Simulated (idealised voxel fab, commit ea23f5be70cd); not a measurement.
process module | voxel capacitor over wiring
cross-section cut | 160 nm wide | cells 5 nm
A cross-section is a grid of square cells, given in bands from the top down. A band is one or more rows of cells.
Each band's line starts with the height of the band's top and of its bottom, in nm. Then come its materials from left to right, each with its width in nm. One material with "throughout" fills the band from edge to edge. "air" is empty space.
Height 0 is the level under which the wafer as received is all one material. The lowest band goes on downwards, as in "0 down".
A width such as "30 to 40" changes by the same amount from each row of cells to the next, from the band's top row to its bottom row.
"no change" after a step means that no cell of the cross-section changed.
closed voids: empty space of 8 cells or more with no open way to the top, each as width x height at its distance from the left edge, in nm
after a step's settings: what the simulator itself notes on the step
overlay nm, on a step with a mask: how far to the right of its planned place the mask lay; to the left if negative
plan
1 op RECEIVE | material Si
2 op CONFORMAL_DEP | material SiO2 | thk nm 15
3 op CONFORMAL_DEP | material SiCN | thk nm 5
4 op DIRECTIONAL_DEP | material lowk | thk nm 15
5 op PATTERN | tone open | mask id METAL_1 | material resist | width nm 30 | pitch nm 95 | thk nm 20 | overlay nm 0
6 op DIRECTIONAL_ETCH | etch materials lowk | depth nm 15
7 op DIRECTIONAL_ETCH | etch materials SiCN | depth nm 5
8 op STRIP | etch materials resist
9 op CONFORMAL_DEP | material TiN | thk nm 5
10 op FILL_DEP | material Ru | thk nm 10
11 op CMP | height nm 30
12 op CONFORMAL_DEP | material SiCN | thk nm 5
13 op DIRECTIONAL_DEP | material lowk | thk nm 10
14 op MASKED_ETCH | tone open | mask id PLUG_1 | width nm 15 | etch materials lowk | depth nm 10 | overlay nm 0
15 op MASKED_ETCH | tone open | mask id PLUG_1 | width nm 15 | etch materials SiCN | depth nm 5 | overlay nm 0
16 op EPI | material Ru | thk nm 10
17 op EPI | material Ru | thk nm 5
18 op DIRECTIONAL_DEP | material TiN | thk nm 5
19 op DIRECTIONAL_DEP | material Al2O3 | thk nm 5
20 op DIRECTIONAL_DEP | material TiN | thk nm 10
21 op MASKED_ETCH | tone cover | mask id UPPER_PLATE | width nm 70 | etch materials TiN | depth nm 10 | overlay nm 0
22 op MASKED_ETCH | tone cover | mask id UPPER_PLATE | width nm 70 | etch materials Al2O3 | depth nm 5 | overlay nm 0
23 op PATTERN | tone cover | mask id LOWER_PLATE | material resist | width nm 80 | thk nm 20 | overlay nm 0
24 op DIRECTIONAL_ETCH | etch materials TiN | depth nm 5
25 op STRIP | etch materials resist
26 op FILL_DEP | material SiO2 | thk nm 15
27 op CMP | height nm 80
28 op PATTERN | tone open | mask id PLUG_2 | material resist | width nm 15 | thk nm 15 | overlay nm 0
29 op DIRECTIONAL_ETCH | etch materials SiO2 | depth nm 10
30 op STRIP | etch materials resist
31 op CONFORMAL_DEP | material TiN | thk nm 5
32 op FILL_DEP | material Cu | thk nm 10
33 op CMP | height nm 80
34 op CONFORMAL_DEP | material SiN | thk nm 5
varied across the wafers: height nm of step 11. The plan shows the first wafer's value. All wafers start alike
first wafer as received, after step 1
  0 down: Si throughout
  closed voids: none
first wafer at the end, after step 34
  85 to 80: SiN throughout
  80 to 75: SiO2 40 | TiN 5 | Cu 5 | TiN 5 | SiO2 105
  75 to 70: SiO2 40 | TiN 15 | SiO2 105
  70 to 65: SiO2 throughout
  65 to 55: SiO2 30 | TiN 70 | SiO2 60
  55 to 50: SiO2 30 | Al2O3 70 | SiO2 60
  50 to 45: SiO2 25 | TiN 80 | SiO2 55
  45 to 35: lowk 30 | Ru 15 | lowk 115
  35 to 30: SiCN 30 | Ru 15 | SiCN 115
  30 to 20: lowk 15 | TiN 5 | Ru 20 | TiN 5 | lowk 65 | TiN 5 | Ru 20 | TiN 5 | lowk 20
  20 to 15: SiCN 15 | TiN 30 | SiCN 65 | TiN 30 | SiCN 20
  15 to 0: SiO2 throughout
  0 down: Si throughout
  closed voids: none
last wafer at the end
  85 to 80: SiN throughout
  80 to 75: SiO2 30 | TiN 70 | SiO2 60
  75 to 70: SiO2 30 | Al2O3 70 | SiO2 60
  70 to 65: SiO2 25 | TiN 80 | SiO2 55
  65 to 55: lowk 30 | Ru 15 | lowk 115
  55 to 50: SiCN 30 | Ru 15 | SiCN 115
  50 to 40: Ru throughout
  40 to 35: TiN 20 | Ru 20 | TiN 75 | Ru 20 | TiN 25
  35 to 20: lowk 15 | TiN 5 | Ru 20 | TiN 5 | lowk 65 | TiN 5 | Ru 20 | TiN 5 | lowk 20
  20 to 15: SiCN 15 | TiN 30 | SiCN 65 | TiN 30 | SiCN 20
  15 to 0: SiO2 throughout
  0 down: Si throughout
  closed voids: none
each wafer at the end: cells of each material gained (+) or lost (-) since it was received, then its closed voids
height nm 30 | +14 Al2O3 | +1 Cu | +25 Ru | +49 SiCN | +32 SiN | +256 SiO2 | +69 TiN | +98 lowk | closed voids: none
height nm 35 | +14 Al2O3 | +1 Cu | +33 Ru | +49 SiCN | +32 SiN | +224 SiO2 | +73 TiN | +118 lowk | closed voids: none
height nm 40 | +14 Al2O3 | +41 Ru | +49 SiCN | +32 SiN | +195 SiO2 | +95 TiN | +118 lowk | closed voids: none
height nm 45 | +14 Al2O3 | +73 Ru | +49 SiCN | +32 SiN | +166 SiO2 | +92 TiN | +118 lowk | closed voids: none
height nm 50 | +14 Al2O3 | +105 Ru | +49 SiCN | +32 SiN | +148 SiO2 | +78 TiN | +118 lowk | closed voids: none
